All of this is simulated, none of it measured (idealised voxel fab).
Process module in this document: voxel double patterning
We display cut, a cross-section 285 nm in width whose square cells are each 5 nm.
Throughout this document, each cross-section is represented as a grid of square cells and is presented as a sequence of bands enumerated from the top downward, where a band comprises one or more rows of cells.
Per band: top height and bottom height in nm, followed by the left-to-right materials and their widths in nm; "full width" marks a single material spanning edge to edge, "air" marks empty space.
Height is counted from the level 0, under which the received wafer is composed throughout of one material. The lowest of the bands is not closed at the bottom but continues downward, in the notation "0 nm and below".
It should be noted that a width expressed as "30->40" varies in equal increments from row to row of cells within the band, taking the value of the first number at the top row and that of the second number at the bottom row.
For the purposes of this document, the phrase "no modifications" attached to a step denotes that no cell within the cross-section was modified by that step.
Closed empty spaces (no open way to the top) of 8 cells or more are what "Trapped voids" lists, each as width x height at distance from the left edge, nm for all three.
That trailing text on a step's line, after the settings, is the simulator's own remark on the step.
The "overlay nm" setting may appear on a step's line; for a step that uses a mask, it gives how far to the right of its planned position the mask lay, and a negative value indicates the left.

# Intended process steps
1 RECEIVE [material Si]
2 CONFORMAL_DEP [material SiO2] [thk nm 5]
3 DIRECTIONAL_DEP [material W] [thk nm 10]
4 DIRECTIONAL_DEP [material SiCN] [thk nm 10]
5 MASKED_ETCH [tone open] [mask id FIRST] [width nm 15] [pitch nm 50] [etch materials SiCN] [depth nm 10] [overlay nm 0]
6 DIRECTIONAL_DEP [material aC] [thk nm 15]
7 PATTERN [tone open] [mask id SECOND] [material resist] [width nm 15] [thk nm 30] [overlay nm 0]
8 DIRECTIONAL_ETCH [etch materials aC] [depth nm 15]
9 STRIP [etch materials resist]
10 DIRECTIONAL_ETCH [etch materials SiCN] [depth nm 10]
11 STRIP [etch materials aC]
12 DIRECTIONAL_ETCH [etch materials W] [depth nm 10]
13 STRIP [etch materials SiCN]

# Wafer cross-section on receipt, i.e. after step 1
0 nm and below = Si full width
Trapped voids: none

# Wafer cross-section at module end: first of two, run to plan
15 nm to 5 nm = 110 W / 15 air / 10 W / 15 air / 10 W / 15 air / 110 W
5 nm to 0 nm = SiO2 full width
0 nm and below = Si full width
Trapped voids: none

# Same start, same plan as the first wafer - but one mistake in the run. Cross-section of the second of the two at the end of the module
15 nm to 10 nm = 110 W / 15 air / 10 W / 15 air / 10 W / 15 air / 110 W
10 nm to 5 nm = W full width
5 nm to 0 nm = SiO2 full width
0 nm and below = Si full width
Trapped voids: none
Processing error: step 12 went in with a setting other than planned; the actual run was DIRECTIONAL_ETCH [etch materials W] [depth nm 5]
at the end the second wafer has, in cells: +9 W
